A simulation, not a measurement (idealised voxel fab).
This section sets out a process module, namely voxel ribs on slabs.
Pictured: cross-section cut, 300 nm wide, on a grid of 5 nm square cells.
Notation: cross-section as square-cell grid; stated in bands, top first, going down; one or more cell rows per band. Band: top and bottom heights (nm) first, top before bottom; then materials from left to right, widths in nm. "full width" marks a sole material filling the band edge to edge. "blank" denotes empty space. Measure heights from 0. That's the level where, below it, the as-received wafer is all one material. The lowest band is bottomless and extends downward; write it as in "0 -> down". Read "30 to 40" as a graded width: first number on top, second number at the bottom, same change between each pair of neighbouring rows. Where a step carries "no change occurred", the cross-section came out of it unchanged, cell for cell. In "Closed voids list" the enclosed voids are listed, meaning empty spaces of 8 cells or larger without any opening to the top. The form is width x height at distance, distance from the left edge, units nm. after a step's settings: what the simulator itself notes on the step. overlay nm: step with mask; distance mask lay right of planned place; negative value = left of planned place.
The steps planned for the process are as follows
- 1: RECEIVE | material Si
- 2: DIRECTIONAL_DEP | material SiO2 | thk nm 25
- 3: DIRECTIONAL_DEP | material polySi | thk nm 20
- 4: PATTERN | tone cover | mask id RIB | material resist | width nm 30 | thk nm 15 | overlay nm 0
- 5: DIRECTIONAL_ETCH | etch materials polySi | depth nm 15
- 6: STRIP | etch materials resist
- 7: PATTERN | tone cover | mask id SLAB | material resist | width nm 90 | thk nm 20 | overlay nm 0
- 8: DIRECTIONAL_ETCH | etch materials polySi | depth nm 5
- 9: STRIP | etch materials resist
- 10: FILL_DEP | material SiO2 | thk nm 20
- 11: CMP | height nm 60
- 12: DIRECTIONAL_DEP | material W | thk nm 5
- 13: PATTERN | tone cover | mask id HEATER | material resist | width nm 40 | thk nm 20 | overlay nm 0
- 14: DIRECTIONAL_ETCH | etch materials W | depth nm 5
- 15: STRIP | etch materials resist
- 16: CONFORMAL_DEP | material SiN | thk nm 5
First of two wafers, with the run carried out as planned
As-received state of the wafer in cross-section, equivalent to post-step 1
0 -> down = Si full width
Closed voids list: none
Cross-section: wafer state after step 2
25 -> 0 = SiO2 full width
Under 0: no change, same as before.
Cross-section: wafer state after step 3
45 -> 25 = polySi full width
Under 25: no change, same as before.
Cross-section: wafer state after step 4
60 -> 45 = blank=135, then resist=30, then blank=135
Under 45: no change, same as before.
Cross-section: wafer state after step 5
60 -> 45 = blank=135, then resist=30, then blank=135
45 -> 30 = blank=135, then polySi=30, then blank=135
Under 30: no change, same as before.
Cross-section: wafer state after step 6
45 -> 30 = blank=135, then polySi=30, then blank=135
Under 30: no change, same as before.
Cross-section: wafer state after step 7
65 -> 45 = blank=105, then resist=90, then blank=105
45 -> 30 = blank=105, then resist=30, then polySi=30, then resist=30, then blank=105
Under 30: no change, same as before.
Cross-section: wafer state after step 8
65 -> 45 = blank=105, then resist=90, then blank=105
45 -> 30 = blank=105, then resist=30, then polySi=30, then resist=30, then blank=105
30 -> 25 = blank=105, then polySi=90, then blank=105
Under 25: no change, same as before.
Cross-section: wafer state after step 9
45 -> 30 = blank=135, then polySi=30, then blank=135
Under 30: no change, same as before.
Cross-section: wafer state after step 10
65 -> 45 = SiO2 full width
45 -> 30 = SiO2=135, then polySi=30, then SiO2=135
30 -> 25 = SiO2=105, then polySi=90, then SiO2=105
Under 25: no change, same as before.
Cross-section: wafer state after step 11
60 -> 45 = SiO2 full width
Under 45: no change, same as before.
Cross-section: wafer state after step 12
65 -> 60 = W full width
Under 60: no change, same as before.
Cross-section: wafer state after step 13
85 -> 65 = blank=130, then resist=40, then blank=130
Under 65: no change, same as before.
Cross-section: wafer state after step 14
85 -> 65 = blank=130, then resist=40, then blank=130
65 -> 60 = blank=130, then W=40, then blank=130
Under 60: no change, same as before.
Cross-section: wafer state after step 15
65 -> 60 = blank=130, then W=40, then blank=130
Under 60: no change, same as before.
Cross-section: wafer state after step 16
70 -> 65 = blank=125, then SiN=50, then blank=125
65 -> 60 = SiN=130, then W=40, then SiN=130
Under 60: no change, same as before.
Wafer two: like wafer one in start and plan, but with one mistake in execution; identical up to and including step 2
The second wafer in cross-section, at the planned close of step 3
65 -> 25 = polySi full width
Under 25: no change, same as before.
The second wafer in cross-section, at the planned close of step 4
80 -> 65 = blank=135, then resist=30, then blank=135
Under 65: no change, same as before.
The second wafer in cross-section, at the planned close of step 5
80 -> 65 = blank=135, then resist=30, then blank=135
65 -> 50 = blank=135, then polySi=30, then blank=135
Under 50: no change, same as before.
The second wafer in cross-section, at the planned close of step 6
65 -> 50 = blank=135, then polySi=30, then blank=135
Under 50: no change, same as before.
The second wafer in cross-section, at the planned close of step 7
85 -> 65 = blank=105, then resist=90, then blank=105
65 -> 50 = blank=105, then resist=30, then polySi=30, then resist=30, then blank=105
Under 50: no change, same as before.
The second wafer in cross-section, at the planned close of step 8
85 -> 65 = blank=105, then resist=90, then blank=105
65 -> 50 = blank=105, then resist=30, then polySi=30, then resist=30, then blank=105
50 -> 45 = blank=105, then polySi=90, then blank=105
Under 45: no change, same as before.
The second wafer in cross-section, at the planned close of step 9
65 -> 50 = blank=135, then polySi=30, then blank=135
Under 50: no change, same as before.
The second wafer in cross-section, at the planned close of step 10
85 -> 65 = SiO2 full width
65 -> 50 = SiO2=135, then polySi=30, then SiO2=135
50 -> 45 = SiO2=105, then polySi=90, then SiO2=105
Under 45: no change, same as before.
The second wafer in cross-section, at the planned close of step 11
60 -> 50 = SiO2=135, then polySi=30, then SiO2=135
Under 50: no change, same as before.
The second wafer in cross-section, at the planned close of step 12
65 -> 60 = W full width
Under 60: no change, same as before.
The second wafer in cross-section, at the planned close of step 13
85 -> 65 = blank=130, then resist=40, then blank=130
Under 65: no change, same as before.
The second wafer in cross-section, at the planned close of step 14
85 -> 65 = blank=130, then resist=40, then blank=130
65 -> 60 = blank=130, then W=40, then blank=130
Under 60: no change, same as before.
The second wafer in cross-section, at the planned close of step 15
65 -> 60 = blank=130, then W=40, then blank=130
Under 60: no change, same as before.
The second wafer in cross-section, at the planned close of step 16
70 -> 65 = blank=125, then SiN=50, then blank=125
65 -> 60 = SiN=130, then W=40, then SiN=130
Under 60: no change, same as before.
What went wrong in running the wafer? yeah, plan step 3 got run twice
Materials where the second wafer ends with more or fewer cells than the first: SiO2: 234 fewer, polySi: 234 more
